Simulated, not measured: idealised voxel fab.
process module | voxel ribs on slabs
cross-section cut | 240 nm wide | cells 5 nm
A cross-section is a grid of square cells, given in bands from the top down. A band is one or more rows of cells.
Each band's line starts with the height of the band's top and of its bottom, in nm. Then come its materials from left to right, each with its width in nm. One material with "throughout" fills the band from edge to edge. "air" is empty space.
Height 0 is the level under which the wafer as received is all one material. The lowest band goes on downwards, as in "0 down".
A width such as "30 to 40" changes by the same amount from each row of cells to the next, from the band's top row to its bottom row.
"no change" after a step means that no cell of the cross-section changed.
closed voids: empty space of 8 cells or more with no open way to the top, each as width x height at its distance from the left edge, in nm
after a step's settings: what the simulator itself notes on the step
overlay nm, on a step with a mask: how far to the right of its planned place the mask lay; to the left if negative
plan
1 op RECEIVE | material Si
2 op DIRECTIONAL_DEP | material SiO2 | thk nm 20
3 op DIRECTIONAL_DEP | material SiN | thk nm 20
4 op MASKED_ETCH | tone cover | mask id RIB | width nm 20 | etch materials SiN | depth nm 5 | overlay nm 0
5 op DIRECTIONAL_DEP | material aC | thk nm 10
6 op PATTERN | tone cover | mask id SLAB | material resist | width nm 60 | thk nm 25 | overlay nm 0
7 op DIRECTIONAL_ETCH | etch materials aC | depth nm 10
8 op STRIP | etch materials resist
9 op DIRECTIONAL_ETCH | etch materials SiN | depth nm 15
10 op STRIP | etch materials aC
11 op FILL_DEP | material SiO2 | thk nm 25
12 op CMP | height nm 55
13 op DIRECTIONAL_DEP | material W | thk nm 5
14 op DIRECTIONAL_DEP | material aC | thk nm 15
15 op PATTERN | tone cover | mask id HEATER | material resist | width nm 30 | thk nm 30 | overlay nm -15
16 op DIRECTIONAL_ETCH | etch materials aC | depth nm 15
17 op STRIP | etch materials resist
18 op DIRECTIONAL_ETCH | etch materials W | depth nm 5
19 op STRIP | etch materials aC
20 op CONFORMAL_DEP | material SiO2 | thk nm 5
varied across the wafers: overlay nm of step 15. The plan shows the first wafer's value. All wafers start alike
first wafer as received, after step 1
  0 down: Si throughout
  closed voids: none
each wafer at the end: cells of each material gained (+) or lost (-) since it was received, then its closed voids
overlay nm -15 | +40 SiN | +538 SiO2 | +6 W | closed voids: none
overlay nm -10 | +40 SiN | +538 SiO2 | +6 W | closed voids: none
overlay nm -5 | +40 SiN | +538 SiO2 | +6 W | closed voids: none
overlay nm 0 | +40 SiN | +538 SiO2 | +6 W | closed voids: none
overlay nm 5 | +40 SiN | +538 SiO2 | +6 W | closed voids: none
overlay nm 10 | +40 SiN | +538 SiO2 | +6 W | closed voids: none
overlay nm 15 | +40 SiN | +538 SiO2 | +6 W | closed voids: none
